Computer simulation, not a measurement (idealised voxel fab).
voxel ribs on slabs: a process module
Section cut is 190 nm wide and gridded with 5 nm square cells.
Cross-section = grid of square cells, listed top down in bands; band = one or more rows.
Quick guide to a band line: top height, bottom height (nm) up front; then every material left to right with its width in nm. Only one material and it's marked "edge to edge"? Then it fills the band edge to edge. And "empty" just means empty space.
For the purposes of this specification, 0 denotes the height below which the wafer in its as-received condition is composed wholly of one material, and the lowermost band, lacking a lower limit, extends downward without end, as expressed in "0 and below".
When a width is written as two numbers, as in "30 to 40", the first number is the width in the top row of cells of the band and the second is the width in its bottom row, and the width changes by the same amount from each row to the next.
Step marked "no alterations made"? Then no cell in the cross-section changed in it.
Look at "Enclosed cavities" for the closed voids: empty spaces with no open path to the top, sized 8 cells or up. Each is width x height at distance, distance from the left edge, all nm.
Text after the settings on a step's line: the simulator's own remark on that step.
A step line may carry the setting "overlay nm", which, for steps involving a mask, states the distance by which the mask lay to the right of its intended position; negative values denote displacement to the left.
STEPS IN THE PROCESS PLAN
1 op RECEIVE | material Si
2 op DIRECTIONAL_DEP | material SiO2 | thk nm 30
3 op DIRECTIONAL_DEP | material polySi | thk nm 15
4 op MASKED_ETCH | tone cover | mask id RIB | width nm 25 | etch materials polySi | depth nm 10 | overlay nm 0
5 op MASKED_ETCH | tone cover | mask id SLAB | width nm 65 | etch materials polySi | depth nm 5 | overlay nm 0
6 op FILL_DEP | material SiO2 | thk nm 15
7 op CMP | height nm 55
8 op DIRECTIONAL_DEP | material TiN | thk nm 10
9 op PATTERN | tone cover | mask id HEATER | material resist | width nm 35 | thk nm 15 | overlay nm 0
10 op DIRECTIONAL_ETCH | etch materials TiN | depth nm 10
11 op STRIP | etch materials resist
12 op CONFORMAL_DEP | material SiN | thk nm 10
AS-RECEIVED WAFER CROSS-SECTION (AFTER STEP 1)
* 0 and below | Si edge to edge
* Enclosed cavities: none
ONE MISTAKE IN RUNNING THE MODULE, OTHERWISE START AND PLAN AS ABOVE: CROSS-SECTION AT THE END
* 75 down to 65 | 65 empty, 55 SiN, 70 empty
* 65 down to 55 | 75 SiN, 35 TiN, 80 SiN
* 55 down to 40 | SiO2 edge to edge
* 40 down to 35 | 80 SiO2, 25 polySi, 85 SiO2
* 35 down to 30 | 60 polySi, 20 SiO2, 25 polySi, 20 SiO2, 65 polySi
* 30 down to 0 | SiO2 edge to edge
* 0 and below | Si edge to edge
* Enclosed cavities: none
Error vs. plan: note that step 5 departed from the planned setting and was carried out as op MASKED_ETCH | tone open | mask id SLAB | width nm 65 | etch materials polySi | depth nm 5 | overlay nm 0
